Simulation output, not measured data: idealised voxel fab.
You're looking at the process module voxel spacer lines.
195 nm wide, 5 nm square cells: that's cross-section cut.
A cross-section in this document is a grid of square cells, and it is written down as bands, the top band listed before the ones below it; a band is made up of one or more rows of cells. The entry gives the band's vertical extent as a top height and a bottom height in nm, then its horizontal make-up as materials from left to right, each with a width in nm. "air" stands for empty space; a single material marked "everywhere" fills the band edge to edge. Heights are measured from 0, the level below which the as-received wafer is all one material; the lowest band has no bottom and continues downward, written as in "0 -> down". Width: "30 to 40" (first number = top row, second number = bottom row, same change from row to row of cells). What does "no modification" mean for a step? It means no cell of the cross-section changed in that step. This entry, "Trapped cavities", enumerates those empty regions of no fewer than 8 cells that possess no open connection to the top. Each region is reported in the form width x height at distance, the distance being taken from the left edge, with all three quantities expressed in nm. after a step's settings: what the simulator itself notes on the step. The line of a step may include "overlay nm". On a step with a mask, this value is how far to the right of its planned place the mask lay. A negative value means the mask lay to the left.
**The planned process steps are enumerated hereunder**
| 1 | RECEIVE, material Si |
| 2 | CONFORMAL_DEP, material SiO2, thk nm 10 |
| 3 | DIRECTIONAL_DEP, material TiN, thk nm 15 |
| 4 | DIRECTIONAL_DEP, material aC, thk nm 30 |
| 5 | PATTERN, tone cover, mask id MANDREL, material resist, width nm 20, pitch nm 70, thk nm 35, overlay nm 0 |
| 6 | DIRECTIONAL_ETCH, etch materials aC, depth nm 30 |
| 7 | STRIP, etch materials resist |
| 8 | CONFORMAL_DEP, material SiN, thk nm 15 |
| 9 | DIRECTIONAL_ETCH, etch materials SiN, depth nm 15 |
| 10 | STRIP, etch materials aC |
| 11 | DIRECTIONAL_ETCH, etch materials TiN, depth nm 15 |
| 12 | STRIP, etch materials SiN |
**The first wafer of two, processed as planned**
**as received, after step 1**
  0 -> down  Si everywhere
  Trapped cavities: none
**Wafer section view after processing step 2**
  10 -> 0  SiO2 everywhere
  Everything below 0 is unchanged.
**Wafer section view after processing step 3**
  25 -> 10  TiN everywhere
  Everything below 10 is unchanged.
**Wafer section view after processing step 4**
  55 -> 25  aC everywhere
  Everything below 25 is unchanged.
**Wafer section view after processing step 5**
  90 -> 55  air (15) | resist (20) | air (50) | resist (20) | air (50) | resist (20) | air (20)
  Everything below 55 is unchanged.
**Wafer section view after processing step 6**
  60 -> 55  air (15) | resist (20) | air (50) | resist (20) | air (50) | resist (20) | air (20)
  55 -> 25  air (15) | aC (20) | air (50) | aC (20) | air (50) | aC (20) | air (20)
  Everything below 25 is unchanged.
**Wafer section view after processing step 7**
  55 -> 25  air (15) | aC (20) | air (50) | aC (20) | air (50) | aC (20) | air (20)
  Everything below 25 is unchanged.
**Wafer section view after processing step 8**
  70 -> 55  SiN (50) | air (20) | SiN (50) | air (20) | SiN (50) | air (5)
  55 -> 40  SiN (15) | aC (20) | SiN (15) | air (20) | SiN (15) | aC (20) | SiN (15) | air (20) | SiN (15) | aC (20) | SiN (15) | air (5)
  40 -> 25  SiN (15) | aC (20) | SiN (50) | aC (20) | SiN (50) | aC (20) | SiN (20)
  Everything below 25 is unchanged.
**Wafer section view after processing step 9**
  55 -> 25  SiN (15) | aC (20) | SiN (15) | air (20) | SiN (15) | aC (20) | SiN (15) | air (20) | SiN (15) | aC (20) | SiN (15) | air (5)
  Everything below 25 is unchanged.
**Wafer section view after processing step 10**
  55 -> 25  SiN (15) | air (20) | SiN (15) | air (20) | SiN (15) | air (20) | SiN (15) | air (20) | SiN (15) | air (20) | SiN (15) | air (5)
  Everything below 25 is unchanged.
**Wafer section view after processing step 11**
  55 -> 25  SiN (15) | air (20) | SiN (15) | air (20) | SiN (15) | air (20) | SiN (15) | air (20) | SiN (15) | air (20) | SiN (15) | air (5)
  25 -> 10  TiN (15) | air (20) | TiN (15) | air (20) | TiN (15) | air (20) | TiN (15) | air (20) | TiN (15) | air (20) | TiN (15) | air (5)
  Everything below 10 is unchanged.
**Wafer section view after processing step 12**
  25 -> 10  TiN (15) | air (20) | TiN (15) | air (20) | TiN (15) | air (20) | TiN (15) | air (20) | TiN (15) | air (20) | TiN (15) | air (5)
  Everything below 10 is unchanged.
**Second wafer: same start and same plan as the first, one execution error; identical to the first through step 9**
**Planned end of step 10: second wafer, cross-section**
  55 -> 25  SiN (15) | aC (20) | SiN (15) | air (20) | SiN (15) | aC (20) | SiN (15) | air (20) | SiN (15) | aC (20) | SiN (15) | air (5)
  25 -> 10  TiN (50) | air (20) | TiN (50) | air (20) | TiN (50) | air (5)
  Everything below 10 is unchanged.
**Planned end of step 11: second wafer, cross-section**
  55 -> 25  SiN (15) | air (20) | SiN (15) | air (20) | SiN (15) | air (20) | SiN (15) | air (20) | SiN (15) | air (20) | SiN (15) | air (5)
  Everything below 25 is unchanged.
**Planned end of step 12: second wafer, cross-section**
  25 -> 10  TiN (50) | air (20) | TiN (50) | air (20) | TiN (50) | air (5)
  Everything below 10 is unchanged.
Error vs. plan: contrary to the plan, steps 10 and 11 were processed in exchanged order
Cell-count delta at end, second wafer over first, by material: +36 TiN
